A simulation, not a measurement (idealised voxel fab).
process module | voxel double patterning
cross-section cut | 215 nm wide | cells 5 nm
A cross-section is a grid of square cells, given in bands from the top down. A band is one or more rows of cells.
Each band's line starts with the height of the band's top and of its bottom, in nm. Then come its materials from left to right, each with its width in nm. One material with "throughout" fills the band from edge to edge. "air" is empty space.
Height 0 is the level under which the wafer as received is all one material. The lowest band goes on downwards, as in "0 down".
A width such as "30 to 40" changes by the same amount from each row of cells to the next, from the band's top row to its bottom row.
"no change" after a step means that no cell of the cross-section changed.
closed voids: empty space of 8 cells or more with no open way to the top, each as width x height at its distance from the left edge, in nm
after a step's settings: what the simulator itself notes on the step
overlay nm, on a step with a mask: how far to the right of its planned place the mask lay; to the left if negative
plan
1 op RECEIVE | material Si
2 op CONFORMAL_DEP | material SiO2 | thk nm 10
3 op DIRECTIONAL_DEP | material polySi | thk nm 10
4 op DIRECTIONAL_DEP | material SiCN | thk nm 10
5 op PATTERN | tone open | mask id FIRST | material resist | width nm 15 | pitch nm 50 | thk nm 15 | overlay nm 0
6 op DIRECTIONAL_ETCH | etch materials SiCN | depth nm 10
7 op STRIP | etch materials resist
8 op DIRECTIONAL_DEP | material aC | thk nm 10
9 op PATTERN | tone open | mask id SECOND | material resist | width nm 15 | pitch nm 50 | thk nm 30 | overlay nm 0
10 op DIRECTIONAL_ETCH | etch materials aC | depth nm 10
11 op STRIP | etch materials resist
12 op DIRECTIONAL_ETCH | etch materials SiCN | depth nm 5
13 op STRIP | etch materials aC
14 op DIRECTIONAL_ETCH | etch materials polySi | depth nm 10
15 op STRIP | etch materials SiCN
varied across the wafers: depth nm of step 12. The plan shows the first wafer's value. All wafers start alike
first wafer as received, after step 1
  0 down: Si throughout
  closed voids: none
each wafer at the end: cells of each material gained (+) or lost (-) since it was received, then its closed voids
depth nm 5 | +86 SiO2 | +68 polySi | closed voids: none
depth nm 10 | +86 SiO2 | +56 polySi | closed voids: none
depth nm 15 | +86 SiO2 | +56 polySi | closed voids: none
depth nm 20 | +86 SiO2 | +56 polySi | closed voids: none
depth nm 25 | +86 SiO2 | +56 polySi | closed voids: none
